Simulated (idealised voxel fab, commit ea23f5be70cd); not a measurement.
process module | voxel trench capacitor
cross-section cut | 215 nm wide | cells 5 nm
A cross-section is a grid of square cells, given in bands from the top down. A band is one or more rows of cells.
Each band's line starts with the height of the band's top and of its bottom, in nm. Then come its materials from left to right, each with its width in nm. One material with "throughout" fills the band from edge to edge. "air" is empty space.
Height 0 is the level under which the wafer as received is all one material. The lowest band goes on downwards, as in "0 down".
A width such as "30 to 40" changes by the same amount from each row of cells to the next, from the band's top row to its bottom row.
"no change" after a step means that no cell of the cross-section changed.
closed voids: empty space of 8 cells or more with no open way to the top, each as width x height at its distance from the left edge, in nm
after a step's settings: what the simulator itself notes on the step
overlay nm, on a step with a mask: how far to the right of its planned place the mask lay; to the left if negative
plan
1 op RECEIVE | material Si
2 op CONFORMAL_DEP | material SiN | thk nm 10
3 op MASKED_ETCH | tone open | mask id TRENCH | width nm 30 | pitch nm 45 | etch materials SiN | depth nm 10 | overlay nm 0
4 op MASKED_ETCH | tone open | mask id TRENCH | width nm 30 | pitch nm 45 | etch materials Si | depth nm 25 | overlay nm 0
5 op CONFORMAL_DEP | material Al2O3 | thk nm 5
6 op CONFORMAL_DEP | material TiN | thk nm 5
7 op FILL_DEP | material W | thk nm 5
8 op CMP | height nm 10
as received, after step 1
  0 down: Si throughout
  closed voids: none
a wafer at the end: this start, this plan, one mistake
  10 to 0: SiN 45 | TiN 5 | Al2O3 5 | W 10 | Al2O3 5 | TiN 5 | SiN 15 | TiN 5 | Al2O3 5 | W 10 | Al2O3 5 | TiN 5 | SiN 15 | TiN 5 | Al2O3 5 | W 10 | Al2O3 5 | TiN 5 | SiN 50
  0 to -15: Si 45 | TiN 5 | Al2O3 5 | W 10 | Al2O3 5 | TiN 5 | Si 15 | TiN 5 | Al2O3 5 | W 10 | Al2O3 5 | TiN 5 | Si 15 | TiN 5 | Al2O3 5 | W 10 | Al2O3 5 | TiN 5 | Si 50
  -15 to -20: Si 45 | TiN 5 | Al2O3 20 | TiN 5 | Si 15 | TiN 5 | Al2O3 20 | TiN 5 | Si 15 | TiN 5 | Al2O3 20 | TiN 5 | Si 50
  -20 to -25: Si 45 | TiN 30 | Si 15 | TiN 30 | Si 15 | TiN 30 | Si 50
  -25 down: Si throughout
  closed voids: none
what went wrong: steps 5 and 6 were swapped
